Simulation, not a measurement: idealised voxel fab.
The process module presented herein is designated voxel ribs on slabs.
It is cross-section cut that appears here, measuring 190 nm in width, its square cells being 5 nm in size.
Cross-section format: a grid of square cells, given as bands from top to bottom; each band is one or more rows of cells. Look at the band entry: it leads with the top's height and the bottom's height in nm. Then it lists the materials left to right, with a width in nm for each. The word "edge to edge" on a single material says that material fills the band edge to edge. The word "air" is empty space. Height datum 0, below which the as-received substrate wafer is one material. Lowest band open at the bottom, running downward: "0 and below". A width given as "30 to 40" starts at the first number in the band's top row and ends at the second number in its bottom row, shifting by an equal amount at every step from row to row. It should be understood that the words "no modification", when stated for a given step, signify that the cross-section underwent no change in any of its cells during that step. Heads up: "Closed void inventory" only lists the empty pockets with no open path to the top that are 8 cells or more, and it writes them as width x height at distance, distance from the left edge, in nm. Formally, on a step line, whatever follows the settings is a remark that the simulator itself makes on the step. overlay nm: where the mask lay relative to plan, measured to the right, on steps with a mask; negatives go left.
Process steps foreseen in the plan:
- 1: RECEIVE (material Si)
- 2: DIRECTIONAL_DEP (material SiO2; thk nm 25)
- 3: DIRECTIONAL_DEP (material polySi; thk nm 25)
- 4: DIRECTIONAL_DEP (material aC; thk nm 15)
- 5: PATTERN (tone cover; mask id RIB; material resist; width nm 30; thk nm 35; overlay nm 0)
- 6: DIRECTIONAL_ETCH (etch materials aC; depth nm 15)
- 7: STRIP (etch materials resist)
- 8: DIRECTIONAL_ETCH (etch materials polySi; depth nm 10)
- 9: STRIP (etch materials aC)
- 10: MASKED_ETCH (tone cover; mask id SLAB; width nm 90; etch materials polySi; depth nm 15; overlay nm 0)
- 11: FILL_DEP (material SiO2; thk nm 20)
- 12: CMP (height nm 65)
- 13: DIRECTIONAL_DEP (material W; thk nm 5)
- 14: PATTERN (tone cover; mask id HEATER; material resist; width nm 40; thk nm 15; overlay nm 0)
- 15: DIRECTIONAL_ETCH (etch materials W; depth nm 5)
- 16: STRIP (etch materials resist)
- 17: CONFORMAL_DEP (material SiO2; thk nm 5)
Incoming wafer, cross-sectional view, post step 1:
    0 and below | Si edge to edge
    Closed void inventory: none
First wafer of two, sectioned at end of module; run went per plan:
    75 down to 70 | air: 70 | SiO2: 50 | air: 70
    70 down to 65 | SiO2: 75 | W: 40 | SiO2: 75
    65 down to 50 | SiO2 edge to edge
    50 down to 40 | SiO2: 80 | polySi: 30 | SiO2: 80
    40 down to 25 | SiO2: 50 | polySi: 90 | SiO2: 50
    25 down to 0 | SiO2 edge to edge
    0 and below | Si edge to edge
    Closed void inventory: none
Module end: cross-section of wafer two of two. Same start and process plan as the first wafer. One mistake during execution:
    75 down to 70 | air: 70 | SiO2: 50 | air: 70
    70 down to 65 | SiO2: 75 | W: 40 | SiO2: 75
    65 down to 50 | SiO2: 50 | polySi: 90 | SiO2: 50
    50 down to 0 | SiO2 edge to edge
    0 and below | Si edge to edge
    Closed void inventory: none
What was done differently from what was planned? execution of plan step 2 occurred twice
Counted in cells at the end, the second wafer holds more or fewer of these materials than the first: 12 more of SiO2 | 12 fewer of polySi
